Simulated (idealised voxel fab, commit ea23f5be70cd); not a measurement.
The process module that follows is named voxel gate over fins.
It is cross-section cut that appears here, measuring 265 nm in width, its square cells being 5 nm in size.
A cross-section in this document is a grid of square cells, and it is written down as bands, the top band listed before the ones below it; a band is made up of one or more rows of cells.
Heights first: top, then bottom, in nm. Then materials, left to right, each with a width in nm. "full width" on a single material: fills the band edge to edge. "empty": empty space.
For the purposes of this specification, 0 denotes the height below which the wafer in its as-received condition is composed wholly of one material, and the lowermost band, lacking a lower limit, extends downward without end, as expressed in "z 0 and below".
It should be noted that a width expressed as "30..40" varies in equal increments from row to row of cells within the band, taking the value of the first number at the top row and that of the second number at the bottom row.
The designation "nothing different", where it is given for a processing step, indicates that no cell of the cross-section was altered in the course of that step.
"Sealed internal cavities" means: voids of 8 cells or more that are shut off from the top with no open way through. Written width x height at distance, distance from the left edge, in nm.
If you see something after the settings on a step's line, that's the simulator's own remark about that step.
On any step carrying a mask, the "overlay nm" setting, if present on the step's line, tells how far right of its planned place the mask lay; negative values point to the left.
From here on the document is pairs. In a pair, the cross-section before one process step comes with the cross-section after it, and the latter goes no deeper than the lowest band that changed. What lies in between, the step and its settings, is written under the pair. A pair may be from a different run of this module on the same starting wafer than the pair above it, so it continues from that pair only where its entry headed "Pre-step snapshot" says so.
**Pre-step snapshot**
  z 15 to 5  25 nm empty, 35 nm HfO2, 25 nm empty, 35 nm HfO2, 25 nm empty, 35 nm HfO2, 25 nm empty, 35 nm HfO2, 25 nm empty
  z 5 to 0  HfO2 full width
  z 0 to -10  40 nm HfO2, 5 nm Si, 55 nm HfO2, 5 nm Si, 55 nm HfO2, 5 nm Si, 55 nm HfO2, 5 nm Si, 40 nm HfO2
  z -10 to -20  40 nm SiO2, 5 nm Si, 55 nm SiO2, 5 nm Si, 55 nm SiO2, 5 nm Si, 55 nm SiO2, 5 nm Si, 40 nm SiO2
  z -20 to -30  40 nm SiO2, 5 nm Si, 20 nm SiO2, 5 nm TiN, 5 nm Ru, 5 nm TiN, 20 nm SiO2, 5 nm Si, 55 nm SiO2, 5 nm Si, 55 nm SiO2, 5 nm Si, 40 nm SiO2
  z -30 to -35  40 nm SiO2, 5 nm Si, 20 nm SiO2, 15 nm TiN, 20 nm SiO2, 5 nm Si, 55 nm SiO2, 5 nm Si, 55 nm SiO2, 5 nm Si, 40 nm SiO2
  z -35 to -45  40 nm SiO2, 5 nm Si, 55 nm SiO2, 5 nm Si, 55 nm SiO2, 5 nm Si, 55 nm SiO2, 5 nm Si, 40 nm SiO2
  z -45 and below  Si full width
  Sealed internal cavities: none
**Sectional Result**
  z 20 to 15  20 nm empty, 45 nm TiN, 15 nm empty, 45 nm TiN, 15 nm empty, 45 nm TiN, 15 nm empty, 45 nm TiN, 20 nm empty
  z 15 to 10  20 nm empty, 5 nm TiN, 35 nm HfO2, 5 nm TiN, 15 nm empty, 5 nm TiN, 35 nm HfO2, 5 nm TiN, 15 nm empty, 5 nm TiN, 35 nm HfO2, 5 nm TiN, 15 nm empty, 5 nm TiN, 35 nm HfO2, 5 nm TiN, 20 nm empty
  z 10 to 5  25 nm TiN, 35 nm HfO2, 25 nm TiN, 35 nm HfO2, 25 nm TiN, 35 nm HfO2, 25 nm TiN, 35 nm HfO2, 25 nm TiN
  For the remainder of the cross-section, below 5, there is no change.
  Sealed internal cavities: none
Processing between the before and after sections above: CONFORMAL_DEP,material TiN,thk nm 5
Pre-step snapshot: it's just the after picture from the pair right above this one.
**Sectional Result**
  z 25 to 20  15 nm empty, 55 nm TiAl, 5 nm empty, 55 nm TiAl, 5 nm empty, 55 nm TiAl, 5 nm empty, 55 nm TiAl, 15 nm empty
  z 20 to 15  15 nm empty, 5 nm TiAl, 45 nm TiN, 5 nm TiAl, 5 nm empty, 5 nm TiAl, 45 nm TiN, 5 nm TiAl, 5 nm empty, 5 nm TiAl, 45 nm TiN, 5 nm TiAl, 5 nm empty, 5 nm TiAl, 45 nm TiN, 5 nm TiAl, 15 nm empty
  z 15 to 10  20 nm TiAl, 5 nm TiN, 35 nm HfO2, 5 nm TiN, 15 nm TiAl, 5 nm TiN, 35 nm HfO2, 5 nm TiN, 15 nm TiAl, 5 nm TiN, 35 nm HfO2, 5 nm TiN, 15 nm TiAl, 5 nm TiN, 35 nm HfO2, 5 nm TiN, 20 nm TiAl
  For the remainder of the cross-section, below 10, there is no change.
  Sealed internal cavities: none
Processing between the before and after sections above: CONFORMAL_DEP,material TiAl,thk nm 5
Pre-step snapshot: it's just the after picture from the pair right above this one.
**Sectional Result**
  z 30 to 25  10 nm empty, 245 nm TiN, 10 nm empty
  z 25 to 20  10 nm empty, 5 nm TiN, 55 nm TiAl, 5 nm TiN, 55 nm TiAl, 5 nm TiN, 55 nm TiAl, 5 nm TiN, 55 nm TiAl, 5 nm TiN, 10 nm empty
  z 20 to 15  15 nm TiN, 5 nm TiAl, 45 nm TiN, 5 nm TiAl, 5 nm TiN, 5 nm TiAl, 45 nm TiN, 5 nm TiAl, 5 nm TiN, 5 nm TiAl, 45 nm TiN, 5 nm TiAl, 5 nm TiN, 5 nm TiAl, 45 nm TiN, 5 nm TiAl, 15 nm TiN
  For the remainder of the cross-section, below 15, there is no change.
  Sealed internal cavities: none
Processing between the before and after sections above: CONFORMAL_DEP,material TiN,thk nm 5
Pre-step snapshot: it's just the after picture from the pair right above this one.
**Sectional Result**
  z 40 to 30  W full width
  z 30 to 25  10 nm W, 245 nm TiN, 10 nm W
  z 25 to 20  10 nm W, 5 nm TiN, 55 nm TiAl, 5 nm TiN, 55 nm TiAl, 5 nm TiN, 55 nm TiAl, 5 nm TiN, 55 nm TiAl, 5 nm TiN, 10 nm W
  For the remainder of the cross-section, below 20, there is no change.
  Sealed internal cavities: none
Processing between the before and after sections above: FILL_DEP,material W,thk nm 10
Pre-step snapshot: it's just the after picture from the pair right above this one.
**Sectional Result**
  z 25 to 20  10 nm W, 5 nm TiN, 55 nm TiAl, 5 nm TiN, 55 nm TiAl, 5 nm TiN, 55 nm TiAl, 5 nm TiN, 55 nm TiAl, 5 nm TiN, 10 nm W
  For the remainder of the cross-section, below 20, there is no change.
  Sealed internal cavities: none
Processing between the before and after sections above: CMP,height nm 25
Pre-step snapshot: it's just the after picture from the pair right above this one.
**Sectional Result**
  z 35 to 25  SiCN full width
  For the remainder of the cross-section, below 25, there is no change.
  Sealed internal cavities: none
Processing between the before and after sections above: CONFORMAL_DEP,material SiCN,thk nm 10
**Pre-step snapshot**
  z 10 to 0  35 nm empty, 15 nm SiN, 45 nm empty, 15 nm SiN, 45 nm empty, 15 nm SiN, 45 nm empty, 15 nm SiN, 35 nm empty
  z 0 and below  Si full width
  Sealed internal cavities: none
**Sectional Result**
  z 10 to 0  35 nm empty, 15 nm SiN, 45 nm empty, 15 nm SiN, 45 nm empty, 15 nm SiN, 45 nm empty, 15 nm SiN, 35 nm empty
  z 0 to -40  30 nm empty, 25 nm Si, 35 nm empty, 25 nm Si, 35 nm empty, 25 nm Si, 35 nm empty, 25 nm Si, 30 nm empty
  For the remainder of the cross-section, below -40, there is no change.
  Sealed internal cavities: none
Processing between the before and after sections above: MASKED_ETCH,tone cover,mask id FINS,width nm 25,pitch nm 60,etch materials Si,depth nm 40,overlay nm 0
Pre-step snapshot: it's just the after picture from the pair right above this one.
**Sectional Result**
  z 10 to 0  35 nm empty, 15 nm SiN, 45 nm empty, 15 nm SiN, 45 nm empty, 15 nm SiN, 45 nm empty, 15 nm SiN, 35 nm empty
  z 0 to -5  30 nm empty, 10 nm SiO2, 5 nm Si, 10 nm SiO2, 35 nm empty, 10 nm SiO2, 5 nm Si, 10 nm SiO2, 35 nm empty, 10 nm SiO2, 5 nm Si, 10 nm SiO2, 35 nm empty, 10 nm SiO2, 5 nm Si, 10 nm SiO2, 30 nm empty
  z -5 to -40  30 nm empty, 5 nm SiO2, 15 nm Si, 5 nm SiO2, 35 nm empty, 5 nm SiO2, 15 nm Si, 5 nm SiO2, 35 nm empty, 5 nm SiO2, 15 nm Si, 5 nm SiO2, 35 nm empty, 5 nm SiO2, 15 nm Si, 5 nm SiO2, 30 nm empty
  z -40 to -45  35 nm SiO2, 15 nm Si, 45 nm SiO2, 15 nm Si, 45 nm SiO2, 15 nm Si, 45 nm SiO2, 15 nm Si, 35 nm SiO2
  For the remainder of the cross-section, below -45, there is no change.
  Sealed internal cavities: none
Processing between the before and after sections above: OXIDIZE,depth nm 5
Pre-step snapshot: it's just the after picture from the pair right above this one.
**Sectional Result**
  z 15 to 10  SiO2 full width
  z 10 to 0  35 nm SiO2, 15 nm SiN, 45 nm SiO2, 15 nm SiN, 45 nm SiO2, 15 nm SiN, 45 nm SiO2, 15 nm SiN, 35 nm SiO2
  z 0 to -5  40 nm SiO2, 5 nm Si, 55 nm SiO2, 5 nm Si, 55 nm SiO2, 5 nm Si, 55 nm SiO2, 5 nm Si, 40 nm SiO2
  z -5 to -45  35 nm SiO2, 15 nm Si, 45 nm SiO2, 15 nm Si, 45 nm SiO2, 15 nm Si, 45 nm SiO2, 15 nm Si, 35 nm SiO2
  For the remainder of the cross-section, below -45, there is no change.
  Sealed internal cavities: none
Processing between the before and after sections above: FILL_DEP,material SiO2,thk nm 5
Pre-step snapshot: it's just the after picture from the pair right above this one.
**Sectional Result**
  z 10 to 0  35 nm SiO2, 15 nm SiN, 45 nm SiO2, 15 nm SiN, 45 nm SiO2, 15 nm SiN, 45 nm SiO2, 15 nm SiN, 35 nm SiO2
  For the remainder of the cross-section, below 0, there is no change.
  Sealed internal cavities: none
Processing between the before and after sections above: CMP,height nm 10
Pre-step snapshot: it's just the after picture from the pair right above this one.
**Sectional Result**
  z 10 to 0  35 nm SiO2, 15 nm SiN, 15 nm SiO2, 15 nm empty, 15 nm SiO2, 15 nm SiN, 45 nm SiO2, 15 nm SiN, 45 nm SiO2, 15 nm SiN, 35 nm SiO2
  z 0 to -5  40 nm SiO2, 5 nm Si, 20 nm SiO2, 15 nm empty, 20 nm SiO2, 5 nm Si, 55 nm SiO2, 5 nm Si, 55 nm SiO2, 5 nm Si, 40 nm SiO2
  z -5 to -35  35 nm SiO2, 15 nm Si, 15 nm SiO2, 15 nm empty, 15 nm SiO2, 15 nm Si, 45 nm SiO2, 15 nm Si, 45 nm SiO2, 15 nm Si, 35 nm SiO2
  For the remainder of the cross-section, below -35, there is no change.
  Sealed internal cavities: none
Processing between the before and after sections above: MASKED_ETCH,tone open,mask id RAIL,width nm 15,etch materials SiO2,depth nm 45,overlay nm 0
Pre-step snapshot: it's just the after picture from the pair right above this one.
**Sectional Result**
  z 15 to 10  70 nm TiN, 5 nm empty, 190 nm TiN
  z 10 to 0  35 nm SiO2, 15 nm SiN, 15 nm SiO2, 5 nm TiN, 5 nm empty, 5 nm TiN, 15 nm SiO2, 15 nm SiN, 45 nm SiO2, 15 nm SiN, 45 nm SiO2, 15 nm SiN, 35 nm SiO2
  z 0 to -5  40 nm SiO2, 5 nm Si, 20 nm SiO2, 5 nm TiN, 5 nm empty, 5 nm TiN, 20 nm SiO2, 5 nm Si, 55 nm SiO2, 5 nm Si, 55 nm SiO2, 5 nm Si, 40 nm SiO2
  z -5 to -30  35 nm SiO2, 15 nm Si, 15 nm SiO2, 5 nm TiN, 5 nm empty, 5 nm TiN, 15 nm SiO2, 15 nm Si, 45 nm SiO2, 15 nm Si, 45 nm SiO2, 15 nm Si, 35 nm SiO2
  z -30 to -35  35 nm SiO2, 15 nm Si, 15 nm SiO2, 15 nm TiN, 15 nm SiO2, 15 nm Si, 45 nm SiO2, 15 nm Si, 45 nm SiO2, 15 nm Si, 35 nm SiO2
  For the remainder of the cross-section, below -35, there is no change.
  Sealed internal cavities: none
Processing between the before and after sections above: CONFORMAL_DEP,material TiN,thk nm 5
Pre-step snapshot: it's just the after picture from the pair right above this one.
**Sectional Result**
  z 25 to 15  Ru full width
  z 15 to 10  70 nm TiN, 5 nm Ru, 190 nm TiN
  z 10 to 0  35 nm SiO2, 15 nm SiN, 15 nm SiO2, 5 nm TiN, 5 nm Ru, 5 nm TiN, 15 nm SiO2, 15 nm SiN, 45 nm SiO2, 15 nm SiN, 45 nm SiO2, 15 nm SiN, 35 nm SiO2
  z 0 to -5  40 nm SiO2, 5 nm Si, 20 nm SiO2, 5 nm TiN, 5 nm Ru, 5 nm TiN, 20 nm SiO2, 5 nm Si, 55 nm SiO2, 5 nm Si, 55 nm SiO2, 5 nm Si, 40 nm SiO2
  z -5 to -30  35 nm SiO2, 15 nm Si, 15 nm SiO2, 5 nm TiN, 5 nm Ru, 5 nm TiN, 15 nm SiO2, 15 nm Si, 45 nm SiO2, 15 nm Si, 45 nm SiO2, 15 nm Si, 35 nm SiO2
  For the remainder of the cross-section, below -30, there is no change.
  Sealed internal cavities: none
Processing between the before and after sections above: FILL_DEP,material Ru,thk nm 10
Pre-step snapshot: it's just the after picture from the pair right above this one.
**Sectional Result**
  z 10 to 0  35 nm SiO2, 15 nm SiN, 15 nm SiO2, 5 nm TiN, 5 nm Ru, 5 nm TiN, 15 nm SiO2, 15 nm SiN, 45 nm SiO2, 15 nm SiN, 45 nm SiO2, 15 nm SiN, 35 nm SiO2
  For the remainder of the cross-section, below 0, there is no change.
  Sealed internal cavities: none
Processing between the before and after sections above: CMP,height nm 10
Pre-step snapshot: it's just the after picture from the pair right above this one.
**Sectional Result**
  z 10 to 0  35 nm SiO2, 15 nm SiN, 15 nm SiO2, 15 nm empty, 15 nm SiO2, 15 nm SiN, 45 nm SiO2, 15 nm SiN, 45 nm SiO2, 15 nm SiN, 35 nm SiO2
  z 0 to -5  40 nm SiO2, 5 nm Si, 20 nm SiO2, 15 nm empty, 20 nm SiO2, 5 nm Si, 55 nm SiO2, 5 nm Si, 55 nm SiO2, 5 nm Si, 40 nm SiO2
  z -5 to -20  35 nm SiO2, 15 nm Si, 15 nm SiO2, 15 nm empty, 15 nm SiO2, 15 nm Si, 45 nm SiO2, 15 nm Si, 45 nm SiO2, 15 nm Si, 35 nm SiO2
  For the remainder of the cross-section, below -20, there is no change.
  Sealed internal cavities: none
Processing between the before and after sections above: SELECTIVE_ETCH,etch materials W Ru TiN,depth nm 30
Pre-step snapshot: it's just the after picture from the pair right above this one.
**Sectional Result**
  z 15 to 10  SiO2 full width
  z 10 to 0  35 nm SiO2, 15 nm SiN, 45 nm SiO2, 15 nm SiN, 45 nm SiO2, 15 nm SiN, 45 nm SiO2, 15 nm SiN, 35 nm SiO2
  z 0 to -5  40 nm SiO2, 5 nm Si, 55 nm SiO2, 5 nm Si, 55 nm SiO2, 5 nm Si, 55 nm SiO2, 5 nm Si, 40 nm SiO2
  z -5 to -20  35 nm SiO2, 15 nm Si, 45 nm SiO2, 15 nm Si, 45 nm SiO2, 15 nm Si, 45 nm SiO2, 15 nm Si, 35 nm SiO2
  For the remainder of the cross-section, below -20, there is no change.
  Sealed internal cavities: none
Processing between the before and after sections above: FILL_DEP,material SiO2,thk nm 5
Pre-step snapshot: it's just the after picture from the pair right above this one.
**Sectional Result**
  z 10 to 0  35 nm SiO2, 15 nm SiN, 45 nm SiO2, 15 nm SiN, 45 nm SiO2, 15 nm SiN, 45 nm SiO2, 15 nm SiN, 35 nm SiO2
  For the remainder of the cross-section, below 0, there is no change.
  Sealed internal cavities: none
Processing between the before and after sections above: CMP,height nm 10
Pre-step snapshot: it's just the after picture from the pair right above this one.
**Sectional Result**
  z 10 to 0  35 nm empty, 15 nm SiN, 45 nm empty, 15 nm SiN, 45 nm empty, 15 nm SiN, 45 nm empty, 15 nm SiN, 35 nm empty
  z 0 to -10  40..35 nm empty, 5..15 nm Si, 55..45 nm empty, 5..15 nm Si, 55..45 nm empty, 5..15 nm Si, 55..45 nm empty, 5..15 nm Si, 40..35 nm empty
  For the remainder of the cross-section, below -10, there is no change.
  Sealed internal cavities: none
Processing between the before and after sections above: SELECTIVE_ETCH,etch materials SiO2,depth nm 20
Pre-step snapshot: it's just the after picture from the pair right above this one.
**Sectional Result**
  z 0 to -10  40..35 nm empty, 5..15 nm Si, 55..45 nm empty, 5..15 nm Si, 55..45 nm empty, 5..15 nm Si, 55..45 nm empty, 5..15 nm Si, 40..35 nm empty
  For the remainder of the cross-section, below -10, there is no change.
  Sealed internal cavities: none
Processing between the before and after sections above: STRIP,etch materials SiN
Pre-step snapshot: it's just the after picture from the pair right above this one.
**Sectional Result**
  z 5 to 0  35 nm empty, 15 nm HfO2, 45 nm empty, 15 nm HfO2, 45 nm empty, 15 nm HfO2, 45 nm empty, 15 nm HfO2, 35 nm empty
  z 0 to -5  30 nm empty, 10 nm HfO2, 5 nm Si, 10 nm HfO2, 35 nm empty, 10 nm HfO2, 5 nm Si, 10 nm HfO2, 35 nm empty, 10 nm HfO2, 5 nm Si, 10 nm HfO2, 35 nm empty, 10 nm HfO2, 5 nm Si, 10 nm HfO2, 30 nm empty
  z -5 to -10  35 nm HfO2, 15 nm Si, 45 nm HfO2, 15 nm Si, 45 nm HfO2, 15 nm Si, 45 nm HfO2, 15 nm Si, 35 nm HfO2
  For the remainder of the cross-section, below -10, there is no change.
  Sealed internal cavities: none
Processing between the before and after sections above: CONFORMAL_DEP,material HfO2,thk nm 5
Pre-step snapshot: it's just the after picture from the pair right above this one.
**Sectional Result**
  z 10 to 5  30 nm empty, 25 nm TiN, 35 nm empty, 25 nm TiN, 35 nm empty, 25 nm TiN, 35 nm empty, 25 nm TiN, 30 nm empty
  z 5 to 0  25 nm empty, 10 nm TiN, 15 nm HfO2, 10 nm TiN, 25 nm empty, 10 nm TiN, 15 nm HfO2, 10 nm TiN, 25 nm empty, 10 nm TiN, 15 nm HfO2, 10 nm TiN, 25 nm empty, 10 nm TiN, 15 nm HfO2, 10 nm TiN, 25 nm empty
  z 0 to -5  30 nm TiN, 10 nm HfO2, 5 nm Si, 10 nm HfO2, 35 nm TiN, 10 nm HfO2, 5 nm Si, 10 nm HfO2, 35 nm TiN, 10 nm HfO2, 5 nm Si, 10 nm HfO2, 35 nm TiN, 10 nm HfO2, 5 nm Si, 10 nm HfO2, 30 nm TiN
  For the remainder of the cross-section, below -5, there is no change.
  Sealed internal cavities: none
Processing between the before and after sections above: CONFORMAL_DEP,material TiN,thk nm 5
Pre-step snapshot: it's just the after picture from the pair right above this one.
**Sectional Result**
  z 15 to 10  25 nm empty, 35 nm TiAl, 25 nm empty, 35 nm TiAl, 25 nm empty, 35 nm TiAl, 25 nm empty, 35 nm TiAl, 25 nm empty
  z 10 to 5  20 nm empty, 10 nm TiAl, 25 nm TiN, 10 nm TiAl, 15 nm empty, 10 nm TiAl, 25 nm TiN, 10 nm TiAl, 15 nm empty, 10 nm TiAl, 25 nm TiN, 10 nm TiAl, 15 nm empty, 10 nm TiAl, 25 nm TiN, 10 nm TiAl, 20 nm empty
  z 5 to 0  25 nm TiAl, 10 nm TiN, 15 nm HfO2, 10 nm TiN, 25 nm TiAl, 10 nm TiN, 15 nm HfO2, 10 nm TiN, 25 nm TiAl, 10 nm TiN, 15 nm HfO2, 10 nm TiN, 25 nm TiAl, 10 nm TiN, 15 nm HfO2, 10 nm TiN, 25 nm TiAl
  For the remainder of the cross-section, below 0, there is no change.
  Sealed internal cavities: none
Processing between the before and after sections above: CONFORMAL_DEP,material TiAl,thk nm 5
Pre-step snapshot: it's just the after picture from the pair right above this one.
**Sectional Result**
  z 20 to 15  20 nm empty, 45 nm TiN, 15 nm empty, 45 nm TiN, 15 nm empty, 45 nm TiN, 15 nm empty, 45 nm TiN, 20 nm empty
  z 15 to 10  15 nm empty, 10 nm TiN, 35 nm TiAl, 10 nm TiN, 5 nm empty, 10 nm TiN, 35 nm TiAl, 10 nm TiN, 5 nm empty, 10 nm TiN, 35 nm TiAl, 10 nm TiN, 5 nm empty, 10 nm TiN, 35 nm TiAl, 10 nm TiN, 15 nm empty
  z 10 to 5  20 nm TiN, 10 nm TiAl, 25 nm TiN, 10 nm TiAl, 15 nm TiN, 10 nm TiAl, 25 nm TiN, 10 nm TiAl, 15 nm TiN, 10 nm TiAl, 25 nm TiN, 10 nm TiAl, 15 nm TiN, 10 nm TiAl, 25 nm TiN, 10 nm TiAl, 20 nm TiN
  For the remainder of the cross-section, below 5, there is no change.
  Sealed internal cavities: none
Processing between the before and after sections above: CONFORMAL_DEP,material TiN,thk nm 5
Pre-step snapshot: it's just the after picture from the pair right above this one.
**Sectional Result**
  z 30 to 20  W full width
  z 20 to 15  20 nm W, 45 nm TiN, 15 nm W, 45 nm TiN, 15 nm W, 45 nm TiN, 15 nm W, 45 nm TiN, 20 nm W
  z 15 to 10  15 nm W, 10 nm TiN, 35 nm TiAl, 10 nm TiN, 5 nm W, 10 nm TiN, 35 nm TiAl, 10 nm TiN, 5 nm W, 10 nm TiN, 35 nm TiAl, 10 nm TiN, 5 nm W, 10 nm TiN, 35 nm TiAl, 10 nm TiN, 15 nm W
  For the remainder of the cross-section, below 10, there is no change.
  Sealed internal cavities: none
Processing between the before and after sections above: FILL_DEP,material W,thk nm 10
Pre-step snapshot: it's just the after picture from the pair right above this one.
**Sectional Result**
  z 25 to 20  W full width
  For the remainder of the cross-section, below 20, there is no change.
  Sealed internal cavities: none
Processing between the before and after sections above: CMP,height nm 25
Pre-step snapshot: it's just the after picture from the pair right above this one.
**Sectional Result**
  z 35 to 25  SiCN full width
  For the remainder of the cross-section, below 25, there is no change.
  Sealed internal cavities: none
Processing between the before and after sections above: CONFORMAL_DEP,material SiCN,thk nm 10
**Pre-step snapshot**
  z 10 to 0  35 nm SiO2, 15 nm SiN, 45 nm SiO2, 15 nm SiN, 45 nm SiO2, 15 nm SiN, 45 nm SiO2, 15 nm SiN, 35 nm SiO2
  z 0 to -45  40 nm SiO2, 5 nm Si, 55 nm SiO2, 5 nm Si, 55 nm SiO2, 5 nm Si, 55 nm SiO2, 5 nm Si, 40 nm SiO2
  z -45 and below  Si full width
  Sealed internal cavities: none
**Sectional Result**
  z 10 to 0  35 nm SiO2, 15 nm SiN, 25 nm SiO2, 15 nm empty, 5 nm SiO2, 15 nm SiN, 45 nm SiO2, 15 nm SiN, 45 nm SiO2, 15 nm SiN, 35 nm SiO2
  z 0 to -35  40 nm SiO2, 5 nm Si, 30 nm SiO2, 15 nm empty, 10 nm SiO2, 5 nm Si, 55 nm SiO2, 5 nm Si, 55 nm SiO2, 5 nm Si, 40 nm SiO2
  For the remainder of the cross-section, below -35, there is no change.
  Sealed internal cavities: none
Processing between the before and after sections above: MASKED_ETCH,tone open,mask id RAIL,width nm 15,etch materials SiO2,depth nm 45,overlay nm 10
Pre-step snapshot: it's just the after picture from the pair right above this one.
**Sectional Result**
  z 15 to 10  80 nm TiN, 5 nm empty, 180 nm TiN
  z 10 to 0  35 nm SiO2, 15 nm SiN, 25 nm SiO2, 5 nm TiN, 5 nm empty, 5 nm TiN, 5 nm SiO2, 15 nm SiN, 45 nm SiO2, 15 nm SiN, 45 nm SiO2, 15 nm SiN, 35 nm SiO2
  z 0 to -30  40 nm SiO2, 5 nm Si, 30 nm SiO2, 5 nm TiN, 5 nm empty, 5 nm TiN, 10 nm SiO2, 5 nm Si, 55 nm SiO2, 5 nm Si, 55 nm SiO2, 5 nm Si, 40 nm SiO2
  z -30 to -35  40 nm SiO2, 5 nm Si, 30 nm SiO2, 15 nm TiN, 10 nm SiO2, 5 nm Si, 55 nm SiO2, 5 nm Si, 55 nm SiO2, 5 nm Si, 40 nm SiO2
  For the remainder of the cross-section, below -35, there is no change.
  Sealed internal cavities: none
Processing between the before and after sections above: CONFORMAL_DEP,material TiN,thk nm 5
Pre-step snapshot: it's just the after picture from the pair right above this one.
**Sectional Result**
  z 25 to 15  Ru full width
  z 15 to 10  80 nm TiN, 5 nm Ru, 180 nm TiN
  z 10 to 0  35 nm SiO2, 15 nm SiN, 25 nm SiO2, 5 nm TiN, 5 nm Ru, 5 nm TiN, 5 nm SiO2, 15 nm SiN, 45 nm SiO2, 15 nm SiN, 45 nm SiO2, 15 nm SiN, 35 nm SiO2
  z 0 to -30  40 nm SiO2, 5 nm Si, 30 nm SiO2, 5 nm TiN, 5 nm Ru, 5 nm TiN, 10 nm SiO2, 5 nm Si, 55 nm SiO2, 5 nm Si, 55 nm SiO2, 5 nm Si, 40 nm SiO2
  For the remainder of the cross-section, below -30, there is no change.
  Sealed internal cavities: none
Processing between the before and after sections above: FILL_DEP,material Ru,thk nm 10
Pre-step snapshot: it's just the after picture from the pair right above this one.
**Sectional Result**
  z 10 to 0  35 nm SiO2, 15 nm SiN, 25 nm SiO2, 5 nm TiN, 5 nm Ru, 5 nm TiN, 5 nm SiO2, 15 nm SiN, 45 nm SiO2, 15 nm SiN, 45 nm SiO2, 15 nm SiN, 35 nm SiO2
  For the remainder of the cross-section, below 0, there is no change.
  Sealed internal cavities: none
Processing between the before and after sections above: CMP,height nm 10
Pre-step snapshot: it's just the after picture from the pair right above this one.
**Sectional Result**
  z 10 to 0  35 nm SiO2, 15 nm SiN, 25 nm SiO2, 15 nm empty, 5 nm SiO2, 15 nm SiN, 45 nm SiO2, 15 nm SiN, 45 nm SiO2, 15 nm SiN, 35 nm SiO2
  z 0 to -20  40 nm SiO2, 5 nm Si, 30 nm SiO2, 15 nm empty, 10 nm SiO2, 5 nm Si, 55 nm SiO2, 5 nm Si, 55 nm SiO2, 5 nm Si, 40 nm SiO2
  For the remainder of the cross-section, below -20, there is no change.
  Sealed internal cavities: none
Processing between the before and after sections above: SELECTIVE_ETCH,etch materials W Ru TiN,depth nm 30
Pre-step snapshot: it's just the after picture from the pair right above this one.
**Sectional Result**
  z 15 to 10  SiO2 full width
  z 10 to 0  35 nm SiO2, 15 nm SiN, 45 nm SiO2, 15 nm SiN, 45 nm SiO2, 15 nm SiN, 45 nm SiO2, 15 nm SiN, 35 nm SiO2
  z 0 to -20  40 nm SiO2, 5 nm Si, 55 nm SiO2, 5 nm Si, 55 nm SiO2, 5 nm Si, 55 nm SiO2, 5 nm Si, 40 nm SiO2
  For the remainder of the cross-section, below -20, there is no change.
  Sealed internal cavities: none
Processing between the before and after sections above: FILL_DEP,material SiO2,thk nm 5
Pre-step snapshot: it's just the after picture from the pair right above this one.
**Sectional Result**
  z 10 to 0  35 nm SiO2, 15 nm SiN, 45 nm SiO2, 15 nm SiN, 45 nm SiO2, 15 nm SiN, 45 nm SiO2, 15 nm SiN, 35 nm SiO2
  For the remainder of the cross-section, below 0, there is no change.
  Sealed internal cavities: none
Processing between the before and after sections above: CMP,height nm 10
Pre-step snapshot: it's just the after picture from the pair right above this one.
**Sectional Result**
  z 10 to 0  35 nm empty, 15 nm SiN, 45 nm empty, 15 nm SiN, 45 nm empty, 15 nm SiN, 45 nm empty, 15 nm SiN, 35 nm empty
  z 0 to -10  40 nm empty, 5 nm Si, 55 nm empty, 5 nm Si, 55 nm empty, 5 nm Si, 55 nm empty, 5 nm Si, 40 nm empty
  For the remainder of the cross-section, below -10, there is no change.
  Sealed internal cavities: none
Processing between the before and after sections above: SELECTIVE_ETCH,etch materials SiO2,depth nm 20
Pre-step snapshot: it's just the after picture from the pair right above this one.
**Sectional Result**
  z 0 to -10  40 nm empty, 5 nm Si, 55 nm empty, 5 nm Si, 55 nm empty, 5 nm Si, 55 nm empty, 5 nm Si, 40 nm empty
  For the remainder of the cross-section, below -10, there is no change.
  Sealed internal cavities: none
Processing between the before and after sections above: STRIP,etch materials SiN
Pre-step snapshot: it's just the after picture from the pair right above this one.
**Sectional Result**
  z 5 to 0  35 nm empty, 15 nm HfO2, 45 nm empty, 15 nm HfO2, 45 nm empty, 15 nm HfO2, 45 nm empty, 15 nm HfO2, 35 nm empty
  z 0 to -5  35 nm empty, 5 nm HfO2, 5 nm Si, 5 nm HfO2, 45 nm empty, 5 nm HfO2, 5 nm Si, 5 nm HfO2, 45 nm empty, 5 nm HfO2, 5 nm Si, 5 nm HfO2, 45 nm empty, 5 nm HfO2, 5 nm Si, 5 nm HfO2, 35 nm empty
  z -5 to -10  40 nm HfO2, 5 nm Si, 55 nm HfO2, 5 nm Si, 55 nm HfO2, 5 nm Si, 55 nm HfO2, 5 nm Si, 40 nm HfO2
  For the remainder of the cross-section, below -10, there is no change.
  Sealed internal cavities: none
Processing between the before and after sections above: CONFORMAL_DEP,material HfO2,thk nm 5
Pre-step snapshot: it's just the after picture from the pair right above this one.
**Sectional Result**
  z 10 to 5  30 nm empty, 25 nm TiN, 35 nm empty, 25 nm TiN, 35 nm empty, 25 nm TiN, 35 nm empty, 25 nm TiN, 30 nm empty
  z 5 to 0  30 nm empty, 5 nm TiN, 15 nm HfO2, 5 nm TiN, 35 nm empty, 5 nm TiN, 15 nm HfO2, 5 nm TiN, 35 nm empty, 5 nm TiN, 15 nm HfO2, 5 nm TiN, 35 nm empty, 5 nm TiN, 15 nm HfO2, 5 nm TiN, 30 nm empty
  z 0 to -5  35 nm TiN, 5 nm HfO2, 5 nm Si, 5 nm HfO2, 45 nm TiN, 5 nm HfO2, 5 nm Si, 5 nm HfO2, 45 nm TiN, 5 nm HfO2, 5 nm Si, 5 nm HfO2, 45 nm TiN, 5 nm HfO2, 5 nm Si, 5 nm HfO2, 35 nm TiN
  For the remainder of the cross-section, below -5, there is no change.
  Sealed internal cavities: none
Processing between the before and after sections above: CONFORMAL_DEP,material TiN,thk nm 5
Pre-step snapshot: it's just the after picture from the pair right above this one.
**Sectional Result**
  z 15 to 10  25 nm empty, 35 nm TiAl, 25 nm empty, 35 nm TiAl, 25 nm empty, 35 nm TiAl, 25 nm empty, 35 nm TiAl, 25 nm empty
  z 10 to 5  25 nm empty, 5 nm TiAl, 25 nm TiN, 5 nm TiAl, 25 nm empty, 5 nm TiAl, 25 nm TiN, 5 nm TiAl, 25 nm empty, 5 nm TiAl, 25 nm TiN, 5 nm TiAl, 25 nm empty, 5 nm TiAl, 25 nm TiN, 5 nm TiAl, 25 nm empty
  z 5 to 0  30 nm TiAl, 5 nm TiN, 15 nm HfO2, 5 nm TiN, 35 nm TiAl, 5 nm TiN, 15 nm HfO2, 5 nm TiN, 35 nm TiAl, 5 nm TiN, 15 nm HfO2, 5 nm TiN, 35 nm TiAl, 5 nm TiN, 15 nm HfO2, 5 nm TiN, 30 nm TiAl
  For the remainder of the cross-section, below 0, there is no change.
  Sealed internal cavities: none
Processing between the before and after sections above: CONFORMAL_DEP,material TiAl,thk nm 5
